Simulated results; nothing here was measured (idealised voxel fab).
Process module in this document: voxel capacitor over wiring
Displayed cross-section: cut, width of 150 nm, square cells sized 5 nm.
Cross-section, as written here: a square-cell grid given band by band from the top down, where a band holds one or more rows of cells.
Band: top and bottom heights (nm) first, top before bottom; then materials from left to right, widths in nm. "edge to edge" marks a sole material filling the band edge to edge. "empty" denotes empty space.
Note: height 0 marks the level under which the wafer is uniformly one material as received. Lowest band unbounded below, written "0 nm and below".
A width given as "30 to 40" starts at the first number in the band's top row and ends at the second number in its bottom row, shifting by an equal amount at every step from row to row.
"changes: none" after a step means that no cell of the cross-section changed.
Heads up: "Closed void entries" only lists the empty pockets with no open path to the top that are 8 cells or more, and it writes them as width x height at distance, distance from the left edge, in nm.
Whatever follows a step's settings on its line is a remark the simulator itself makes about that step.
On any step carrying a mask, the "overlay nm" setting, if present on the step's line, tells how far right of its planned place the mask lay; negative values point to the left.
List of planned process steps:
1 RECEIVE with material Si
2 CONFORMAL_DEP with material SiO2, thk nm 15
3 CONFORMAL_DEP with material SiN, thk nm 5
4 DIRECTIONAL_DEP with material lowk, thk nm 20
5 PATTERN with tone open, mask id METAL_1, material resist, width nm 25, pitch nm 90, thk nm 20, overlay nm 0
6 DIRECTIONAL_ETCH with etch materials lowk, depth nm 20
7 DIRECTIONAL_ETCH with etch materials SiN, depth nm 5
8 STRIP with etch materials resist
9 CONFORMAL_DEP with material TiN, thk nm 5
10 FILL_DEP with material W, thk nm 5
11 CMP with height nm 40
12 CONFORMAL_DEP with material SiCN, thk nm 5
13 DIRECTIONAL_DEP with material lowk, thk nm 20
14 DIRECTIONAL_DEP with material aC, thk nm 15
15 PATTERN with tone open, mask id PLUG_1, material resist, width nm 15, thk nm 35, overlay nm 0
16 DIRECTIONAL_ETCH with etch materials aC, depth nm 15
17 STRIP with etch materials resist
18 DIRECTIONAL_ETCH with etch materials lowk, depth nm 20
19 DIRECTIONAL_ETCH with etch materials SiCN, depth nm 5
20 STRIP with etch materials aC
21 EPI with material Ru, thk nm 10
22 EPI with material Ru, thk nm 10
23 EPI with material Ru, thk nm 5
24 DIRECTIONAL_DEP with material TiN, thk nm 10
25 DIRECTIONAL_DEP with material Al2O3, thk nm 5
26 DIRECTIONAL_DEP with material TiN, thk nm 5
27 PATTERN with tone cover, mask id UPPER_PLATE, material resist, width nm 70, thk nm 20, overlay nm 0
28 DIRECTIONAL_ETCH with etch materials TiN, depth nm 5
29 DIRECTIONAL_ETCH with etch materials Al2O3, depth nm 5
30 STRIP with etch materials resist
31 DIRECTIONAL_DEP with material aC, thk nm 10
32 PATTERN with tone cover, mask id LOWER_PLATE, material resist, width nm 80, thk nm 25, overlay nm 0
33 DIRECTIONAL_ETCH with etch materials aC, depth nm 10
34 STRIP with etch materials resist
35 DIRECTIONAL_ETCH with etch materials TiN, depth nm 10
36 STRIP with etch materials aC
37 FILL_DEP with material SiO2, thk nm 20
38 CMP with height nm 100
39 DIRECTIONAL_DEP with material aC, thk nm 15
40 PATTERN with tone open, mask id PLUG_2, material resist, width nm 15, thk nm 30, overlay nm 0
41 DIRECTIONAL_ETCH with etch materials aC, depth nm 15
42 STRIP with etch materials resist
43 DIRECTIONAL_ETCH with etch materials SiO2, depth nm 15
44 STRIP with etch materials aC
45 CONFORMAL_DEP with material TiN, thk nm 5
46 FILL_DEP with material Cu, thk nm 10
47 CMP with height nm 100
48 CONFORMAL_DEP with material SiCN, thk nm 5
Wafer as received: cross-section following step 1:
0 nm and below = Si edge to edge
Closed void entries: none
Post-module cross-section of the first of two wafers (run per plan):
105 nm to 100 nm = SiCN edge to edge
100 nm to 90 nm = 35 SiO2  5 TiN  5 Cu  5 TiN  100 SiO2
90 nm to 80 nm = 35 to 25 SiO2  15 to 70 TiN  100 to 55 SiO2
80 nm to 75 nm = 25 SiO2  70 Al2O3  55 SiO2
75 nm to 65 nm = 20 SiO2  80 TiN  50 SiO2
65 nm to 45 nm = 25 lowk  15 Ru  110 lowk
45 nm to 40 nm = 25 SiCN  15 Ru  110 SiCN
40 nm to 20 nm = 15 lowk  5 TiN  15 W  5 TiN  65 lowk  5 TiN  15 W  5 TiN  20 lowk
20 nm to 15 nm = 15 SiN  25 TiN  65 SiN  25 TiN  20 SiN
15 nm to 0 nm = SiO2 edge to edge
0 nm and below = Si edge to edge
Closed void entries: none
Second wafer at the end: like start, like plan, one mistake:
105 nm to 100 nm = SiCN edge to edge
100 nm to 95 nm = 25 SiO2  70 TiN  55 SiO2
95 nm to 90 nm = 25 SiO2  70 Al2O3  55 SiO2
90 nm to 80 nm = 20 SiO2  80 TiN  50 SiO2
80 nm to 65 nm = SiO2 edge to edge
65 nm to 45 nm = lowk edge to edge
45 nm to 40 nm = SiCN edge to edge
40 nm to 20 nm = 15 lowk  5 TiN  15 W  5 TiN  65 lowk  5 TiN  15 W  5 TiN  20 lowk
20 nm to 15 nm = 15 SiN  25 TiN  65 SiN  25 TiN  20 SiN
15 nm to 0 nm = SiO2 edge to edge
0 nm and below = Si edge to edge
Closed void entries: none
Finding, execution versus plan: rather than as planned, step 14 actually ran as DIRECTIONAL_DEP with material SiO2, thk nm 15
Materials where the second wafer ends with more or fewer cells than the first: -2 Cu; -15 Ru; +3 SiCN; +9 SiO2; -7 TiN; +12 lowk
